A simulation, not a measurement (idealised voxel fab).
process module | voxel released beams
cross-section cut | 185 nm wide | cells 5 nm
A cross-section is a grid of square cells, given in bands from the top down. A band is one or more rows of cells.
Each band's line starts with the height of the band's top and of its bottom, in nm. Then come its materials from left to right, each with its width in nm. One material with "throughout" fills the band from edge to edge. "air" is empty space.
Height 0 is the level under which the wafer as received is all one material. The lowest band goes on downwards, as in "0 down".
A width such as "30 to 40" changes by the same amount from each row of cells to the next, from the band's top row to its bottom row.
"no change" after a step means that no cell of the cross-section changed.
closed voids: empty space of 8 cells or more with no open way to the top, each as width x height at its distance from the left edge, in nm
after a step's settings: what the simulator itself notes on the step
overlay nm, on a step with a mask: how far to the right of its planned place the mask lay; to the left if negative
plan
1 op RECEIVE | material Si
2 op CONFORMAL_DEP | material SiN | thk nm 5
3 op DIRECTIONAL_DEP | material SiO2 | thk nm 10
4 op DIRECTIONAL_DEP | material aC | thk nm 10
5 op PATTERN | tone open | mask id ANCHOR | material resist | width nm 30 | thk nm 30 | overlay nm -15
6 op DIRECTIONAL_ETCH | etch materials aC | depth nm 10
7 op STRIP | etch materials resist
8 op DIRECTIONAL_ETCH | etch materials SiO2 | depth nm 10
9 op STRIP | etch materials aC
10 op CONFORMAL_DEP | material polySi | thk nm 10
11 op DIRECTIONAL_DEP | material aC | thk nm 15
12 op PATTERN | tone cover | mask id BEAM | material resist | width nm 80 | thk nm 35 | overlay nm 0
13 op DIRECTIONAL_ETCH | etch materials aC | depth nm 15
14 op STRIP | etch materials resist
15 op DIRECTIONAL_ETCH | etch materials polySi | depth nm 10
16 op STRIP | etch materials aC
17 op STRIP | etch materials SiO2
varied across the wafers: overlay nm of step 5. The plan shows the first wafer's value. All wafers start alike
first wafer as received, after step 1
  0 down: Si throughout
  closed voids: none
first wafer at the end, after step 17
  25 to 15: air 60 | polySi 70 | air 55
  15 to 5: air 40 | polySi 30 | air 115
  5 to 0: SiN throughout
  0 down: Si throughout
  closed voids: none
last wafer at the end
  25 to 15: air 50 | polySi 30 | air 10 | polySi 40 | air 55
  15 to 5: air 70 | polySi 30 | air 85
  5 to 0: SiN throughout
  0 down: Si throughout
  closed voids: none
each wafer at the end: cells of each material gained (+) or lost (-) since it was received, then its closed voids
overlay nm -15 | +37 SiN | +40 polySi | closed voids: none
overlay nm -10 | +37 SiN | +40 polySi | closed voids: none
overlay nm -5 | +37 SiN | +40 polySi | closed voids: none
overlay nm 0 | +37 SiN | +40 polySi | closed voids: none
overlay nm 5 | +37 SiN | +40 polySi | closed voids: none
overlay nm 10 | +37 SiN | +40 polySi | closed voids: none
overlay nm 15 | +37 SiN | +40 polySi | closed voids: none
